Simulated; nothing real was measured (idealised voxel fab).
process module | voxel ribs on slabs
245 nm wide, 5 nm square cells: that's cross-section cut.
Cross-section spec: square-cell grid; bands listed top down; each band is one or more rows. A band entry consists of two parts. The first gives the height of the band's top and the height of its bottom, in nm. The rest lists the band's materials from left to right, each with its width in nm. A single material labelled with the word "edge to edge" fills the band from edge to edge, and the word "blank" marks empty space. Ref level 0: as-received wafer is one material below here. Bottom band extends down with no lower bound ("from 0 down"). Note: "30..40" means the width goes from the first number (top row of the band) to the second number (bottom row) in equal steps per row of cells. No cell of the cross-section changed in a step that is given as "stayed the same". Listed in "Tabulated closed voids": every empty space of 8 or more cells without an open way to the top. Form: width x height at distance, the distance being from the left edge, all in nm. The remark found on a step's line after its settings is issued by the simulator itself and pertains to that step. overlay nm: mask offset rightward from planned place, masked step; negative means leftward offset.
Steps planned for the process:
step 1: RECEIVE: material Si
step 2: DIRECTIONAL_DEP: material SiO2, thk nm 20
step 3: DIRECTIONAL_DEP: material polySi, thk nm 25
step 4: MASKED_ETCH: tone cover, mask id RIB, width nm 30, etch materials polySi, depth nm 5, overlay nm 0
step 5: DIRECTIONAL_DEP: material aC, thk nm 15
step 6: PATTERN: tone cover, mask id SLAB, material resist, width nm 70, thk nm 30, overlay nm 0
step 7: DIRECTIONAL_ETCH: etch materials aC, depth nm 15
step 8: STRIP: etch materials resist
step 9: DIRECTIONAL_ETCH: etch materials polySi, depth nm 20
step 10: STRIP: etch materials aC
step 11: FILL_DEP: material SiO2, thk nm 25
step 12: CMP: height nm 65
step 13: DIRECTIONAL_DEP: material W, thk nm 10
step 14: PATTERN: tone cover, mask id HEATER, material resist, width nm 40, thk nm 15, overlay nm -15
step 15: DIRECTIONAL_ETCH: etch materials W, depth nm 10
step 16: STRIP: etch materials resist
step 17: CONFORMAL_DEP: material SiO2, thk nm 10
Wafer-to-wafer difference: overlay nm, step 14. Common start. Plan = first wafer's value.
Sectional view: first of several wafers, as received, after step 1:
- from 0 down: Si edge to edge
- Tabulated closed voids: none
Each wafer at the end: cells of each material gained (+) or lost (-) since it was received, then its closed voids:
overlay nm -15, +681 SiO2, +16 W, +62 polySi, Tabulated closed voids: none
overlay nm -10, +681 SiO2, +16 W, +62 polySi, Tabulated closed voids: none
overlay nm -5, +681 SiO2, +16 W, +62 polySi, Tabulated closed voids: none
overlay nm 0, +681 SiO2, +16 W, +62 polySi, Tabulated closed voids: none
overlay nm 5, +681 SiO2, +16 W, +62 polySi, Tabulated closed voids: none
overlay nm 10, +681 SiO2, +16 W, +62 polySi, Tabulated closed voids: none
overlay nm 15, +681 SiO2, +16 W, +62 polySi, Tabulated closed voids: none
